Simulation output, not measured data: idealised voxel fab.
Process module under the name voxel fin reveal
FYI the section here is cut, 285 nm wide, cells are 5 nm squares.
We lay out every cross-section as a grid of square cells and spell it out in bands from the top down, where one band means one or more rows of cells.
A band entry consists of two parts. The first gives the height of the band's top and the height of its bottom, in nm. The rest lists the band's materials from left to right, each with its width in nm. A single material labelled with the word "everywhere" fills the band from edge to edge, and the word "blank" marks empty space.
Beneath 0, the wafer as received is one material, and that level is where height counting begins. The lowest band goes on downward without a bottom; it is written like "from 0 down".
With a width like "30..40", each row of cells in the band differs from the next by the same amount, the top row carrying the first number and the bottom row the second.
No cell of the cross-section changed in a step that is given as "no change".
Closed empty spaces (no open way to the top) of 8 cells or more are what "Tabulated closed voids" lists, each as width x height at distance from the left edge, nm for all three.
Note: text after step settings on the step line = simulator remark on that step.
If you see "overlay nm" on a step's line and that step has a mask, it's telling you how far right of where it was planned the mask ended up; a negative number means it went left instead.

The process steps that were planned are listed below:
1 op RECEIVE | material Si
2 op CONFORMAL_DEP | material SiN | thk nm 10
3 op MASKED_ETCH | tone cover | mask id FINS | width nm 15 | pitch nm 35 | etch materials SiN | depth nm 10 | overlay nm 0
4 op MASKED_ETCH | tone cover | mask id FINS | width nm 15 | pitch nm 35 | etch materials Si | depth nm 30 | overlay nm 0
5 op OXIDIZE | depth nm 5
6 op FILL_DEP | material SiO2 | thk nm 15
7 op CMP | height nm 10
8 op SELECTIVE_ETCH | etch materials SiO2 | depth nm 20
9 op STRIP | etch materials SiN
10 op CONFORMAL_DEP | material SiO2 | thk nm 5

So, the first of our two wafers, run just as we planned it:

Cross-section: wafer on arrival = after step 1:
  from 0 down | Si everywhere
  Tabulated closed voids: none

Cross-section of the wafer after step 2:
  from 10 to 0 | SiN everywhere
  Nothing below the height 0 has changed.

Cross-section of the wafer after step 3:
  from 10 to 0 | blank=80 / SiN=15 / blank=20 / SiN=15 / blank=20 / SiN=15 / blank=20 / SiN=15 / blank=85
  Nothing below the height 0 has changed.

Cross-section of the wafer after step 4:
  from 10 to 0 | blank=80 / SiN=15 / blank=20 / SiN=15 / blank=20 / SiN=15 / blank=20 / SiN=15 / blank=85
  from 0 to -30 | blank=80 / Si=15 / blank=20 / Si=15 / blank=20 / Si=15 / blank=20 / Si=15 / blank=85
  Nothing below the height -30 has changed.

Cross-section of the wafer after step 5:
  from 10 to 0 | blank=80 / SiN=15 / blank=20 / SiN=15 / blank=20 / SiN=15 / blank=20 / SiN=15 / blank=85
  from 0 to -30 | blank=80 / SiO2=5 / Si=5 / SiO2=5 / blank=20 / SiO2=5 / Si=5 / SiO2=5 / blank=20 / SiO2=5 / Si=5 / SiO2=5 / blank=20 / SiO2=5 / Si=5 / SiO2=5 / blank=85
  from -30 to -35 | SiO2=85 / Si=5 / SiO2=30 / Si=5 / SiO2=30 / Si=5 / SiO2=30 / Si=5 / SiO2=90
  Nothing below the height -35 has changed.

Cross-section of the wafer after step 6:
  from 25 to 10 | SiO2 everywhere
  from 10 to 0 | SiO2=80 / SiN=15 / SiO2=20 / SiN=15 / SiO2=20 / SiN=15 / SiO2=20 / SiN=15 / SiO2=85
  from 0 to -35 | SiO2=85 / Si=5 / SiO2=30 / Si=5 / SiO2=30 / Si=5 / SiO2=30 / Si=5 / SiO2=90
  Nothing below the height -35 has changed.

Cross-section of the wafer after step 7:
  from 10 to 0 | SiO2=80 / SiN=15 / SiO2=20 / SiN=15 / SiO2=20 / SiN=15 / SiO2=20 / SiN=15 / SiO2=85
  Nothing below the height 0 has changed.

Cross-section of the wafer after step 8:
  from 10 to 0 | blank=80 / SiN=15 / blank=20 / SiN=15 / blank=20 / SiN=15 / blank=20 / SiN=15 / blank=85
  from 0 to -10 | blank=85 / Si=5 / blank=30 / Si=5 / blank=30 / Si=5 / blank=30 / Si=5 / blank=90
  Nothing below the height -10 has changed.

Cross-section of the wafer after step 9:
  from 0 to -10 | blank=85 / Si=5 / blank=30 / Si=5 / blank=30 / Si=5 / blank=30 / Si=5 / blank=90
  Nothing below the height -10 has changed.

Cross-section of the wafer after step 10:
  from 5 to 0 | blank=80 / SiO2=15 / blank=20 / SiO2=15 / blank=20 / SiO2=15 / blank=20 / SiO2=15 / blank=85
  from 0 to -5 | blank=80 / SiO2=5 / Si=5 / SiO2=5 / blank=20 / SiO2=5 / Si=5 / SiO2=5 / blank=20 / SiO2=5 / Si=5 / SiO2=5 / blank=20 / SiO2=5 / Si=5 / SiO2=5 / blank=85
  from -5 to -35 | SiO2=85 / Si=5 / SiO2=30 / Si=5 / SiO2=30 / Si=5 / SiO2=30 / Si=5 / SiO2=90
  Nothing below the height -35 has changed.

The second wafer began exactly as the first did and followed the same plan, but one mistake was made while running it; through step 7 inclusive, the two wafers are identical:

Second wafer profile in section, at the moment step 8 of the plan was meant to be complete:
  from 10 to 0 | SiO2=80 / blank=15 / SiO2=20 / blank=15 / SiO2=20 / blank=15 / SiO2=20 / blank=15 / SiO2=85
  Nothing below the height 0 has changed.

Second wafer profile in section, at the moment step 9 of the plan was meant to be complete:
  from 0 to -10 | blank=85 / Si=5 / blank=30 / Si=5 / blank=30 / Si=5 / blank=30 / Si=5 / blank=90
  from -10 to -20 | SiO2=60 / blank=25 / Si=5 / blank=30 / Si=5 / blank=30 / Si=5 / blank=30 / Si=5 / blank=25 / SiO2=65
  Nothing below the height -20 has changed.

Second wafer profile in section, at the moment step 10 of the plan was meant to be complete:
  from 5 to 0 | blank=80 / SiO2=15 / blank=20 / SiO2=15 / blank=20 / SiO2=15 / blank=20 / SiO2=15 / blank=85
  from 0 to -5 | blank=80 / SiO2=5 / Si=5 / SiO2=5 / blank=20 / SiO2=5 / Si=5 / SiO2=5 / blank=20 / SiO2=5 / Si=5 / SiO2=5 / blank=20 / SiO2=5 / Si=5 / SiO2=5 / blank=85
  from -5 to -15 | SiO2=65 / blank=15 / SiO2=5 / Si=5 / SiO2=5 / blank=20 / SiO2=5 / Si=5 / SiO2=5 / blank=20 / SiO2=5 / Si=5 / SiO2=5 / blank=20 / SiO2=5 / Si=5 / SiO2=5 / blank=15 / SiO2=70
  from -15 to -35 | SiO2=85 / Si=5 / SiO2=30 / Si=5 / SiO2=30 / Si=5 / SiO2=30 / Si=5 / SiO2=90
  Nothing below the height -35 has changed.
Where did the run depart from the plan? the intended sequence of steps 8 and 9 was reversed during processing, with each occupying the position of the other
At the finish, the second wafer shows more or fewer cells for some materials than the first does: 36 fewer of SiO2
